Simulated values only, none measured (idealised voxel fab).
process module | voxel gate over fins
Square cell edge 5 nm, section width 235 nm, ID cut.
Heads up, the way a cross-section reads in here is a grid of square cells, handed over as bands from the top down, with every band being one or more rows of cells.
Heights first: top, then bottom, in nm. Then materials, left to right, each with a width in nm. "edge to edge" on a single material: fills the band edge to edge. "empty": empty space.
Heads up on the height convention: 0 is the point under which the incoming wafer is all one material, and the lowest band has no bottom, it just keeps going down, like "0 down".
The notation "30..40" denotes a width that varies across the rows of cells in the band, beginning at the first number in the top row, finishing at the second number in the bottom row, and changing by an identical amount from each row to the next.
Step marked "nothing changed"? Then no cell in the cross-section changed in it.
Closed empty spaces (no open way to the top) of 8 cells or more are what "Tabulated closed voids" lists, each as width x height at distance from the left edge, nm for all three.
Step line, after settings: the simulator's comment on this step.
If you see "overlay nm" on a step's line and that step has a mask, it's telling you how far right of where it was planned the mask ended up; a negative number means it went left instead.
-- The planned process steps are enumerated hereunder
| 1 | RECEIVE with material Si |
| 2 | CONFORMAL_DEP with material SiN, thk nm 5 |
| 3 | PATTERN with tone cover, mask id FINS, material resist, width nm 15, pitch nm 35, thk nm 15, overlay nm 0 |
| 4 | DIRECTIONAL_ETCH with etch materials SiN, depth nm 5 |
| 5 | DIRECTIONAL_ETCH with etch materials Si, depth nm 35 |
| 6 | STRIP with etch materials resist |
| 7 | FILL_DEP with material SiO2, thk nm 15 |
| 8 | CMP with height nm 5 |
| 9 | SELECTIVE_ETCH with etch materials SiO2, depth nm 15 |
| 10 | STRIP with etch materials SiN |
| 11 | CONFORMAL_DEP with material HfO2, thk nm 5 |
| 12 | CONFORMAL_DEP with material TiN, thk nm 5 |
| 13 | CONFORMAL_DEP with material TiAl, thk nm 5 |
| 14 | CONFORMAL_DEP with material TiN, thk nm 5 |
| 15 | FILL_DEP with material W, thk nm 15 |
| 16 | CMP with height nm 30 |
| 17 | CONFORMAL_DEP with material SiCN, thk nm 5 |
-- Delivered wafer in cross-section: state after step 1
  0 down: Si edge to edge
  Tabulated closed voids: none
-- Look at the cross-section after the module: the wafer started out the way shown above and the plan was the one shown above, yet one mistake was made along the way
  35 to 30: SiCN edge to edge
  30 to 20: W edge to edge
  20 to 15: W=70  TiN=90  W=75
  15 to 10: W=70  TiN=5  TiAl=80  TiN=5  W=75
  10 to 5: W=70  TiN=5  TiAl=5  TiN=70  TiAl=5  TiN=5  W=75
  5 to 0: W=70  TiN=5  TiAl=5  TiN=5  HfO2=25  TiN=10  HfO2=25  TiN=5  TiAl=5  TiN=5  W=75
  0 to -5: W=70  TiN=5  TiAl=5  TiN=5  HfO2=5  Si=15  HfO2=5  TiN=10  HfO2=5  Si=15  HfO2=5  TiN=5  TiAl=5  TiN=5  W=75
  -5 to -10: TiN=75  TiAl=5  TiN=5  HfO2=5  Si=15  HfO2=5  TiN=10  HfO2=5  Si=15  HfO2=5  TiN=5  TiAl=5  TiN=80
  -10 to -15: TiAl=80  TiN=5  HfO2=5  Si=15  HfO2=5  TiN=10  HfO2=5  Si=15  HfO2=5  TiN=5  TiAl=85
  -15 to -20: TiN=85  HfO2=5  Si=15  HfO2=5  TiN=10  HfO2=5  Si=15  HfO2=5  TiN=90
  -20 to -25: HfO2=90  Si=15  HfO2=20  Si=15  HfO2=95
  -25 to -35: SiO2=90  Si=15  SiO2=20  Si=15  SiO2=95
  -35 down: Si edge to edge
  Tabulated closed voids: none
Short version of what went wrong: step 9 of the plan was performed twice
